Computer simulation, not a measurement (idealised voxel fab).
voxel spacer lines: a process module
We display cut, a cross-section 245 nm in width whose square cells are each 5 nm.
Heads up, the way a cross-section reads in here is a grid of square cells, handed over as bands from the top down, with every band being one or more rows of cells.
Read a band's entry like this: the first values are the height of its top and the height of its bottom in nm, and what follows is the sequence of materials from left to right, each with its width in nm. Note that "air" is empty space, and that a single material marked "everywhere" reaches across the band from edge to edge.
It should be noted that heights are counted from 0, beneath which the wafer as supplied is of one material throughout, and that the lowest band possesses no lower boundary but continues downward, as written in "0 and below".
The notation "30->40" denotes a width that varies across the rows of cells in the band, beginning at the first number in the top row, finishing at the second number in the bottom row, and changing by an identical amount from each row to the next.
When a step is marked "no change", none of the cells in the cross-section changed during that step.
Any empty space of 8 cells or more lacking an open way to the top shows up in "Closed void roster" as width x height at distance, distance from the left edge, in nm.
Past the settings on a step's line: simulator remark, on that step.
The line of a step may include "overlay nm". On a step with a mask, this value is how far to the right of its planned place the mask lay. A negative value means the mask lay to the left.

Steps in the process plan
1. RECEIVE [material Si]
2. CONFORMAL_DEP [material Al2O3] [thk nm 10]
3. DIRECTIONAL_DEP [material SiN] [thk nm 20]
4. DIRECTIONAL_DEP [material aC] [thk nm 20]
5. PATTERN [tone cover] [mask id MANDREL] [material resist] [width nm 25] [pitch nm 70] [thk nm 30] [overlay nm 0]
6. DIRECTIONAL_ETCH [etch materials aC] [depth nm 20]
7. STRIP [etch materials resist]
8. CONFORMAL_DEP [material SiO2] [thk nm 10]
9. DIRECTIONAL_ETCH [etch materials SiO2] [depth nm 10]
10. STRIP [etch materials aC]
11. DIRECTIONAL_ETCH [etch materials SiN] [depth nm 20]
12. STRIP [etch materials SiO2]

The first wafer of two, processed as planned

Cross-section of the incoming wafer, state after step 1
> 0 and below: Si everywhere
> Closed void roster: none

Step 2 done - wafer cross-section
> 10 down to 0: Al2O3 everywhere
> Below a height of 0, the structure has not been altered.

Step 3 done - wafer cross-section
> 30 down to 10: SiN everywhere
> Below a height of 10, the structure has not been altered.

Step 4 done - wafer cross-section
> 50 down to 30: aC everywhere
> Below a height of 30, the structure has not been altered.

Step 5 done - wafer cross-section
> 80 down to 50: air (75)  resist (25)  air (45)  resist (25)  air (75)
> Below a height of 50, the structure has not been altered.

Step 6 done - wafer cross-section
> 60 down to 50: air (75)  resist (25)  air (45)  resist (25)  air (75)
> 50 down to 30: air (75)  aC (25)  air (45)  aC (25)  air (75)
> Below a height of 30, the structure has not been altered.

Step 7 done - wafer cross-section
> 50 down to 30: air (75)  aC (25)  air (45)  aC (25)  air (75)
> Below a height of 30, the structure has not been altered.

Step 8 done - wafer cross-section
> 60 down to 50: air (65)  SiO2 (45)  air (25)  SiO2 (45)  air (65)
> 50 down to 40: air (65)  SiO2 (10)  aC (25)  SiO2 (10)  air (25)  SiO2 (10)  aC (25)  SiO2 (10)  air (65)
> 40 down to 30: SiO2 (75)  aC (25)  SiO2 (45)  aC (25)  SiO2 (75)
> Below a height of 30, the structure has not been altered.

Step 9 done - wafer cross-section
> 50 down to 30: air (65)  SiO2 (10)  aC (25)  SiO2 (10)  air (25)  SiO2 (10)  aC (25)  SiO2 (10)  air (65)
> Below a height of 30, the structure has not been altered.

Step 10 done - wafer cross-section
> 50 down to 30: air (65)  SiO2 (10)  air (25)  SiO2 (10)  air (25)  SiO2 (10)  air (25)  SiO2 (10)  air (65)
> Below a height of 30, the structure has not been altered.

Step 11 done - wafer cross-section
> 50 down to 30: air (65)  SiO2 (10)  air (25)  SiO2 (10)  air (25)  SiO2 (10)  air (25)  SiO2 (10)  air (65)
> 30 down to 10: air (65)  SiN (10)  air (25)  SiN (10)  air (25)  SiN (10)  air (25)  SiN (10)  air (65)
> Below a height of 10, the structure has not been altered.

Step 12 done - wafer cross-section
> 30 down to 10: air (65)  SiN (10)  air (25)  SiN (10)  air (25)  SiN (10)  air (25)  SiN (10)  air (65)
> Below a height of 10, the structure has not been altered.

Okay, second wafer. Nothing different at the start, nothing different in the plan, just one mistake somewhere in the running. As far as step 4, counting that step, it's the first wafer all over again

Cross-section of the second wafer at the time step 5 of the plan should have ended
> 80 down to 50: resist (75)  air (25)  resist (45)  air (25)  resist (75)
> Below a height of 50, the structure has not been altered.

Cross-section of the second wafer at the time step 6 of the plan should have ended
> 60 down to 50: resist (75)  air (25)  resist (45)  air (25)  resist (75)
> 50 down to 30: aC (75)  air (25)  aC (45)  air (25)  aC (75)
> Below a height of 30, the structure has not been altered.

Cross-section of the second wafer at the time step 7 of the plan should have ended
> 50 down to 30: aC (75)  air (25)  aC (45)  air (25)  aC (75)
> Below a height of 30, the structure has not been altered.

Cross-section of the second wafer at the time step 8 of the plan should have ended
> 60 down to 50: SiO2 (85)  air (5)  SiO2 (65)  air (5)  SiO2 (85)
> 50 down to 40: aC (75)  SiO2 (10)  air (5)  SiO2 (10)  aC (45)  SiO2 (10)  air (5)  SiO2 (10)  aC (75)
> 40 down to 30: aC (75)  SiO2 (25)  aC (45)  SiO2 (25)  aC (75)
> Below a height of 30, the structure has not been altered.

Cross-section of the second wafer at the time step 9 of the plan should have ended
> 50 down to 30: aC (75)  SiO2 (10)  air (5)  SiO2 (10)  aC (45)  SiO2 (10)  air (5)  SiO2 (10)  aC (75)
> Below a height of 30, the structure has not been altered.

Cross-section of the second wafer at the time step 10 of the plan should have ended
> 50 down to 30: air (75)  SiO2 (10)  air (5)  SiO2 (10)  air (45)  SiO2 (10)  air (5)  SiO2 (10)  air (75)
> Below a height of 30, the structure has not been altered.

Cross-section of the second wafer at the time step 11 of the plan should have ended
> 50 down to 30: air (75)  SiO2 (10)  air (5)  SiO2 (10)  air (45)  SiO2 (10)  air (5)  SiO2 (10)  air (75)
> 30 down to 10: air (75)  SiN (10)  air (5)  SiN (10)  air (45)  SiN (10)  air (5)  SiN (10)  air (75)
> Below a height of 10, the structure has not been altered.

Cross-section of the second wafer at the time step 12 of the plan should have ended
> 30 down to 10: air (75)  SiN (10)  air (5)  SiN (10)  air (45)  SiN (10)  air (5)  SiN (10)  air (75)
> Below a height of 10, the structure has not been altered.
Where did the run depart from the plan? contrary to plan, step 5 was performed as PATTERN [tone open] [mask id MANDREL] [material resist] [width nm 25] [pitch nm 70] [thk nm 30] [overlay nm 0]
Heads up: at the end the two wafers have identical cell counts per material, they're just laid out differently.
